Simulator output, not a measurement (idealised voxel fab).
process module | voxel released beams
This is section cut - it's 200 nm across, gridded in 5 nm square cells.
Reading order for cross-sections: top band down to bottom band. Underlying form: a grid of square cells. Band size: one or more rows of cells.
Per band: top height and bottom height in nm, followed by the left-to-right materials and their widths in nm; "throughout" marks a single material spanning edge to edge, "air" marks empty space.
Height datum 0, below which the as-received substrate wafer is one material. Lowest band open at the bottom, running downward: "z 0 and below".
When a width is written as two numbers, as in "30..40", the first number is the width in the top row of cells of the band and the second is the width in its bottom row, and the width changes by the same amount from each row to the next.
Step note "remains unaltered" = no cross-section cell changed.
Basically, "Closed void roster" tells you about the enclosed voids: empty spaces with no open way to the top, 8 cells or bigger, each written width x height at distance, where distance is from the left edge, all in nm.
On each step's line, the part that comes after the settings is the simulator's own comment on the step.
The line of a step may include "overlay nm". On a step with a mask, this value is how far to the right of its planned place the mask lay. A negative value means the mask lay to the left.
-- The process steps that were planned are listed below
step 1: RECEIVE (material Si)
step 2: CONFORMAL_DEP (material Al2O3; thk nm 10)
step 3: DIRECTIONAL_DEP (material SiO2; thk nm 20)
step 4: MASKED_ETCH (tone open; mask id ANCHOR; width nm 25; etch materials SiO2; depth nm 20; overlay nm 0)
step 5: CONFORMAL_DEP (material polySi; thk nm 10)
step 6: MASKED_ETCH (tone cover; mask id BEAM; width nm 75; etch materials polySi; depth nm 10; overlay nm 0)
step 7: STRIP (etch materials SiO2)
-- The following pertains to the first of two wafers, which was processed as planned
-- Wafer at receipt (post step 1), cross-section
> z 0 and below | Si throughout
> Closed void roster: none
-- How the wafer stands in section after step 2
> z 10 to 0 | Al2O3 throughout
> Whatever lies below 0 is exactly as it was before.
-- How the wafer stands in section after step 3
> z 30 to 10 | SiO2 throughout
> Whatever lies below 10 is exactly as it was before.
-- How the wafer stands in section after step 4
> z 30 to 10 | 65 SiO2 | 25 air | 110 SiO2
> Whatever lies below 10 is exactly as it was before.
-- How the wafer stands in section after step 5
> z 40 to 30 | 75 polySi | 5 air | 120 polySi
> z 30 to 20 | 65 SiO2 | 10 polySi | 5 air | 10 polySi | 110 SiO2
> z 20 to 10 | 65 SiO2 | 25 polySi | 110 SiO2
> Whatever lies below 10 is exactly as it was before.
-- How the wafer stands in section after step 6
> z 40 to 30 | 60 air | 15 polySi | 5 air | 55 polySi | 65 air
> Whatever lies below 30 is exactly as it was before.
-- How the wafer stands in section after step 7
> z 40 to 30 | 60 air | 15 polySi | 5 air | 55 polySi | 65 air
> z 30 to 20 | 65 air | 10 polySi | 5 air | 10 polySi | 110 air
> z 20 to 10 | 65 air | 25 polySi | 110 air
> Whatever lies below 10 is exactly as it was before.
-- Second Wafer (Identical Start and Plan, One Processing Error; Matches First Wafer Through Step 2)
-- X-section, second wafer, when step 3 was due to finish
> z 30 to 0 | Al2O3 throughout
> Whatever lies below 0 is exactly as it was before.
X-section, second wafer, when step 4 was due to finish: remains unaltered
-- X-section, second wafer, when step 5 was due to finish
> z 40 to 30 | polySi throughout
> Whatever lies below 30 is exactly as it was before.
-- X-section, second wafer, when step 6 was due to finish
> z 40 to 30 | 60 air | 75 polySi | 65 air
> Whatever lies below 30 is exactly as it was before.
X-section, second wafer, when step 7 was due to finish: remains unaltered
Against the plan, the run slipped here: step 3 ran with different settings than intended, the actual operation and settings being DIRECTIONAL_DEP (material Al2O3; thk nm 20)
The closing comparison, in cells, has the second wafer with more or fewer of some materials than the first: Al2O3: 160 more | polySi: 16 fewer
